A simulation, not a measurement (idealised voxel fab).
Herein follows the process module entitled voxel local oxidation.
The figure presents cross-section cut, which has a width of 165 nm and is divided into square cells with an edge length of 5 nm.
Cross-sections here: square-cell grids, written as top-down lists of bands, a band being one or more rows of cells.
Heads up on the band format: heights come first, top then bottom, in nm. After that it's the materials left to right, each with its width in nm. A single material flagged "all across" fills the whole band edge to edge, and "air" means there's empty space there.
A quick word on heights: they are counted from 0, and under that level the wafer as it came to us is one material throughout. The lowest band is different from the rest in having no bottom; it simply continues downward, written as in "0..down".
The notation "30->40" denotes a width that varies across the rows of cells in the band, beginning at the first number in the top row, finishing at the second number in the bottom row, and changing by an identical amount from each row to the next.
Where a step carries "no modifications", the cross-section came out of it unchanged, cell for cell.
Empty spaces counting at least 8 cells and having no open way to the top are listed in "Sealed voids". The notation width x height at distance is used for each, the distance being from the left edge and all three values in nm.
That trailing text on a step's line, after the settings, is the simulator's own remark on the step.
Steps that use a mask can have "overlay nm" on their line. It says how far the mask sat to the right of where it was meant to be. Negative means to the left.

[Below is the list of planned process steps]
1,RECEIVE, material Si
2,OXIDIZE, depth nm 5
3,CONFORMAL_DEP, material SiN, thk nm 10
4,PATTERN, tone cover, mask id ACTIVE, material resist, width nm 105, thk nm 15, overlay nm 0
5,DIRECTIONAL_ETCH, etch materials SiN, depth nm 10
6,STRIP, etch materials resist
7,SELECTIVE_ETCH, etch materials SiO2, depth nm 5
8,OXIDIZE, depth nm 15
9,STRIP, etch materials SiN

[Here's what the wafer looked like in cross-section when it arrived - that's after step 1]
	0..down: Si all across
	Sealed voids: none

[Figure: cross-sectional view of the wafer upon completion of the module, processed from the initial state and according to the plan depicted above, with one error introduced during execution]
	0..-5: air 40 nm, then SiO2 95 nm, then air 30 nm
	-5..-20: SiO2 55 nm, then Si 65 nm, then SiO2 45 nm
	-20..down: Si all across
	Sealed voids: none
Heads up, the wafer didn't run the way we planned it: step 4 did not happen as planned, as run it was PATTERN, tone cover, mask id ACTIVE, material resist, width nm 105, thk nm 15, overlay nm 5
